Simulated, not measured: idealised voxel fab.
Presented below is a process module, voxel wiring stack.
Section shown: cut. Width: 210 nm. Cell size: 5 nm, square.
Square cells in a grid make up a cross-section in this document, and the grid is given as bands, listed from the top down, each one or more rows of cells. The entry gives the band's vertical extent as a top height and a bottom height in nm, then its horizontal make-up as materials from left to right, each with a width in nm. "blank" stands for empty space; a single material marked "throughout" fills the band edge to edge. The level at which height equals 0 is the one under which the wafer, as it arrives, is entirely one material. No lower edge exists for the bottom band, which continues downward and is notated as in "0 down". Graded width ("30 to 40"): value in top row of band = first number; value in bottom row = second number; row-to-row change constant. Step marked "nothing altered"? Then no cell in the cross-section changed in it. Closed-off voids of 8+ cells (no open route to the top) go in "Sealed cavities", written width x height at distance from the left edge, in nm. Step line, after settings: the simulator's comment on this step. The line of a step may include "overlay nm". On a step with a mask, this value is how far to the right of its planned place the mask lay. A negative value means the mask lay to the left.
Planned process steps
| 1 | RECEIVE, material Si |
| 2 | CONFORMAL_DEP, material SiO2, thk nm 15 |
| 3 | DIRECTIONAL_DEP, material TiN, thk nm 5 |
| 4 | DIRECTIONAL_DEP, material Ru, thk nm 25 |
| 5 | DIRECTIONAL_DEP, material aC, thk nm 15 |
| 6 | PATTERN, tone cover, mask id METAL_1, material resist, width nm 30, pitch nm 55, thk nm 35, overlay nm 0 |
| 7 | DIRECTIONAL_ETCH, etch materials aC, depth nm 15 |
| 8 | STRIP, etch materials resist |
| 9 | DIRECTIONAL_ETCH, etch materials Ru, depth nm 25 |
| 10 | DIRECTIONAL_ETCH, etch materials TiN, depth nm 5 |
| 11 | STRIP, etch materials aC |
| 12 | CONFORMAL_DEP, material SiN, thk nm 5 |
| 13 | FILL_DEP, material SiO2, thk nm 5 |
| 14 | CMP, height nm 45 |
| 15 | CONFORMAL_DEP, material SiCN, thk nm 5 |
| 16 | DIRECTIONAL_DEP, material SiO2, thk nm 35 |
| 17 | MASKED_ETCH, tone open, mask id METAL_2_HOLES, width nm 15, pitch nm 55, etch materials SiO2, depth nm 35, overlay nm 0 |
| 18 | MASKED_ETCH, tone open, mask id METAL_2, width nm 30, pitch nm 55, etch materials SiO2, depth nm 20, overlay nm 0 |
| 19 | MASKED_ETCH, tone open, mask id METAL_2, width nm 30, pitch nm 55, etch materials SiCN, depth nm 5, overlay nm 0 |
| 20 | CONFORMAL_DEP, material TiN, thk nm 5 |
| 21 | FILL_DEP, material Ru, thk nm 5 |
| 22 | CMP, height nm 85 |
| 23 | CONFORMAL_DEP, material SiCN, thk nm 5 |
| 24 | DIRECTIONAL_DEP, material lowk, thk nm 15 |
| 25 | PATTERN, tone open, mask id PLUG_2, material resist, width nm 15, thk nm 20, overlay nm 0 |
| 26 | DIRECTIONAL_ETCH, etch materials lowk, depth nm 15 |
| 27 | DIRECTIONAL_ETCH, etch materials SiCN, depth nm 5 |
| 28 | STRIP, etch materials resist |
| 29 | EPI, material Ru, thk nm 10 |
| 30 | EPI, material Ru, thk nm 10 |
| 31 | DIRECTIONAL_DEP, material TiN, thk nm 5 |
| 32 | DIRECTIONAL_DEP, material Ru, thk nm 15 |
| 33 | MASKED_ETCH, tone cover, mask id METAL_3, width nm 30, pitch nm 55, etch materials Ru, depth nm 15, overlay nm 0 |
| 34 | MASKED_ETCH, tone cover, mask id METAL_3, width nm 30, pitch nm 55, etch materials TiN, depth nm 5, overlay nm 0 |
| 35 | CONFORMAL_DEP, material SiN, thk nm 5 |
| 36 | FILL_DEP, material SiO2, thk nm 10 |
| 37 | CMP, height nm 125 |
| 38 | CONFORMAL_DEP, material SiN, thk nm 5 |
Quick note for whoever runs this: the wafers start identical, but the thk nm at step 12 isn't the same across them. The plan just shows what the first wafer had.
first wafer as received, after step 1
    0 down | Si throughout
    Sealed cavities: none
Cross-section after step 38, the final step of the module, for the first of several wafers
    130 to 125 | SiN throughout
    125 to 110 | SiO2 55; SiN 5; Ru 30; SiN 5; SiO2 15; SiN 5; Ru 30; SiN 5; SiO2 60
    110 to 105 | SiN 60; TiN 30; SiN 25; TiN 30; SiN 65
    105 to 90 | lowk 60; Ru 15; lowk 135
    90 to 85 | SiCN 60; Ru 15; SiCN 135
    85 to 70 | SiO2 60; TiN 5; Ru 20; TiN 5; SiO2 25; TiN 5; Ru 20; TiN 5; SiO2 65
    70 to 65 | SiO2 60; TiN 5; Ru 5; TiN 20; SiO2 25; TiN 5; Ru 5; TiN 20; SiO2 65
    65 to 50 | SiO2 60; TiN 5; Ru 5; TiN 5; SiO2 40; TiN 5; Ru 5; TiN 5; SiO2 80
    50 to 45 | SiCN 60; TiN 15; SiCN 40; TiN 15; SiCN 80
    45 to 20 | SiO2 55; SiN 5; Ru 30; SiN 5; SiO2 15; SiN 5; Ru 30; SiN 5; SiO2 60
    20 to 15 | SiN 60; TiN 30; SiN 25; TiN 30; SiN 65
    15 to 0 | SiO2 throughout
    0 down | Si throughout
    Sealed cavities: none
At the end of the module, the last of several wafers in cross-section
    130 to 125 | SiN throughout
    125 to 110 | SiO2 55; SiN 5; Ru 30; SiN 5; SiO2 15; SiN 5; Ru 30; SiN 5; SiO2 60
    110 to 105 | SiN 60; TiN 30; SiN 25; TiN 30; SiN 65
    105 to 90 | lowk 60; Ru 15; lowk 135
    90 to 85 | SiCN 60; Ru 15; SiCN 135
    85 to 70 | SiO2 60; TiN 5; Ru 20; TiN 5; SiO2 25; TiN 5; Ru 20; TiN 5; SiO2 65
    70 to 65 | SiO2 60; TiN 5; Ru 5; TiN 20; SiO2 25; TiN 5; Ru 5; TiN 20; SiO2 65
    65 to 50 | SiO2 60; TiN 5; Ru 5; TiN 5; SiO2 40; TiN 5; Ru 5; TiN 5; SiO2 80
    50 to 45 | SiCN 60; TiN 15; SiCN 40; TiN 15; SiCN 80
    45 to 35 | SiO2 40; SiN 20; Ru 30; SiN 25; Ru 30; SiN 20; SiO2 45
    35 to 20 | SiN 60; Ru 30; SiN 25; Ru 30; SiN 65
    20 to 15 | SiN 60; TiN 30; SiN 25; TiN 30; SiN 65
    15 to 0 | SiO2 throughout
    0 down | Si throughout
    Sealed cavities: none
Wafer rows, end of module: cells per material gained (+) or lost (-) since receipt; closed voids last
thk nm 5, +140 Ru, +75 SiCN, +134 SiN, +562 SiO2, +64 TiN, +117 lowk, Sealed cavities: none
thk nm 10, +140 Ru, +75 SiCN, +176 SiN, +520 SiO2, +64 TiN, +117 lowk, Sealed cavities: none
thk nm 15, +140 Ru, +75 SiCN, +207 SiN, +489 SiO2, +64 TiN, +117 lowk, Sealed cavities: none
thk nm 20, +140 Ru, +75 SiCN, +230 SiN, +466 SiO2, +64 TiN, +117 lowk, Sealed cavities: none
